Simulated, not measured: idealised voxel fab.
This is a process module. Its name is voxel quadruple lines.
The cross-section on display is named cut; it measures 140 nm wide, and its cells are 5 nm squares.
Cross-section layout: square cells on a grid; listed as bands, top to bottom; a band spans one or more cell rows. Quick guide to a band line: top height, bottom height (nm) up front; then every material left to right with its width in nm. Only one material and it's marked "full width"? Then it fills the band edge to edge. And "blank" just means empty space. For the purposes of this specification, 0 denotes the height below which the wafer in its as-received condition is composed wholly of one material, and the lowermost band, lacking a lower limit, extends downward without end, as expressed in "0 and below". Width "30 to 40": first value at the band's top row of cells, second value at its bottom row, equal change from row to row. "no alteration", as given for a step, is the statement that not any cell of the cross-section underwent a change during that step. You'll see "Entrapped void list" listing empty spaces that have no way open to the top, as long as they're 8 cells or more; the notation is width x height at distance, where the distance is from the left edge, and all of it is in nm. Note: text after step settings on the step line = simulator remark on that step. "overlay nm" denotes, for a step that has a mask, the displacement of the mask to the right of its planned place, with negative values corresponding to the left.

These are the steps we planned for the process
1. op RECEIVE | material Si
2. op CONFORMAL_DEP | material Al2O3 | thk nm 10
3. op DIRECTIONAL_DEP | material W | thk nm 15
4. op DIRECTIONAL_DEP | material polySi | thk nm 20
5. op DIRECTIONAL_DEP | material aC | thk nm 20
6. op PATTERN | tone cover | mask id MANDREL | material resist | width nm 20 | thk nm 25 | overlay nm 0
7. op DIRECTIONAL_ETCH | etch materials aC | depth nm 20
8. op STRIP | etch materials resist
9. op CONFORMAL_DEP | material SiO2 | thk nm 10
10. op DIRECTIONAL_ETCH | etch materials SiO2 | depth nm 10
11. op STRIP | etch materials aC
12. op DIRECTIONAL_ETCH | etch materials polySi | depth nm 20
13. op STRIP | etch materials SiO2
14. op CONFORMAL_DEP | material SiN | thk nm 5
15. op DIRECTIONAL_ETCH | etch materials SiN | depth nm 5
16. op STRIP | etch materials polySi
17. op DIRECTIONAL_ETCH | etch materials W | depth nm 15
18. op STRIP | etch materials SiN
19. op FILL_DEP | material lowk | thk nm 5
20. op CMP | height nm 25

Wafer cross-section on receipt, i.e. after step 1
0 and below | Si full width
Entrapped void list: none

First wafer of two, sectioned at end of module; run went per plan
25 down to 10 | lowk=45 / W=5 / lowk=10 / W=5 / lowk=10 / W=5 / lowk=10 / W=5 / lowk=45
10 down to 0 | Al2O3 full width
0 and below | Si full width
Entrapped void list: none

Second wafer at the end: like start, like plan, one mistake
25 down to 10 | lowk=55 / W=5 / lowk=20 / W=5 / lowk=55
10 down to 0 | Al2O3 full width
0 and below | Si full width
Entrapped void list: none
So what did we get wrong on this run? heads up, step 6 didn't go per plan, it actually ran as op PATTERN | tone open | mask id MANDREL | material resist | width nm 20 | thk nm 25 | overlay nm 0
Bottom line after processing is that, in cells, the second wafer is up or down on some materials versus the first: W -6, lowk +6
